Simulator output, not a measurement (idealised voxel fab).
process module | voxel fin reveal
cross-section cut | 165 nm wide | cells 5 nm
A cross-section is a grid of square cells, given in bands from the top down. A band is one or more rows of cells.
Each band's line starts with the height of the band's top and of its bottom, in nm. Then come its materials from left to right, each with its width in nm. One material with "throughout" fills the band from edge to edge. "air" is empty space.
Height 0 is the level under which the wafer as received is all one material. The lowest band goes on downwards, as in "0 down".
A width such as "30 to 40" changes by the same amount from each row of cells to the next, from the band's top row to its bottom row.
"no change" after a step means that no cell of the cross-section changed.
closed voids: empty space of 8 cells or more with no open way to the top, each as width x height at its distance from the left edge, in nm
after a step's settings: what the simulator itself notes on the step
overlay nm, on a step with a mask: how far to the right of its planned place the mask lay; to the left if negative
plan
1 op RECEIVE | material Si
2 op CONFORMAL_DEP | material SiN | thk nm 10
3 op DIRECTIONAL_DEP | material aC | thk nm 10
4 op PATTERN | tone cover | mask id FINS | material resist | width nm 15 | pitch nm 40 | thk nm 25 | overlay nm 0
5 op DIRECTIONAL_ETCH | etch materials aC | depth nm 10
6 op STRIP | etch materials resist
7 op DIRECTIONAL_ETCH | etch materials SiN | depth nm 10
8 op DIRECTIONAL_ETCH | etch materials Si | depth nm 35
9 op STRIP | etch materials aC
10 op OXIDIZE | depth nm 5
11 op FILL_DEP | material SiO2 | thk nm 10
12 op CMP | height nm 10
13 op SELECTIVE_ETCH | etch materials SiO2 | depth nm 35
14 op STRIP | etch materials SiN
15 op CONFORMAL_DEP | material HfO2 | thk nm 5
as received, after step 1
  0 down: Si throughout
  closed voids: none
first wafer at the end, as planned
  5 to 0: air 15 | HfO2 15 | air 25 | HfO2 15 | air 25 | HfO2 15 | air 25 | HfO2 15 | air 15
  0 to -20: air 15 | HfO2 5 | Si 5 | HfO2 5 | air 25 | HfO2 5 | Si 5 | HfO2 5 | air 25 | HfO2 5 | Si 5 | HfO2 5 | air 25 | HfO2 5 | Si 5 | HfO2 5 | air 15
  -20 to -25: HfO2 20 | Si 5 | HfO2 35 | Si 5 | HfO2 35 | Si 5 | HfO2 35 | Si 5 | HfO2 20
  -25 to -40: SiO2 20 | Si 5 | SiO2 35 | Si 5 | SiO2 35 | Si 5 | SiO2 35 | Si 5 | SiO2 20
  -40 down: Si throughout
  closed voids: none
second wafer at the end: like start, like plan, one mistake
  5 to 0: air 15 | HfO2 15 | air 25 | HfO2 15 | air 25 | HfO2 15 | air 25 | HfO2 15 | air 15
  0 to -35: air 15 | HfO2 5 | Si 5 | HfO2 5 | air 25 | HfO2 5 | Si 5 | HfO2 5 | air 25 | HfO2 5 | Si 5 | HfO2 5 | air 25 | HfO2 5 | Si 5 | HfO2 5 | air 15
  -35 to -40: HfO2 20 | Si 5 | HfO2 35 | Si 5 | HfO2 35 | Si 5 | HfO2 35 | Si 5 | HfO2 20
  -40 down: Si throughout
  closed voids: none
what went wrong: step 13 was run twice
at the end the second wafer has, in cells: 24 more of HfO2 | 87 fewer of SiO2
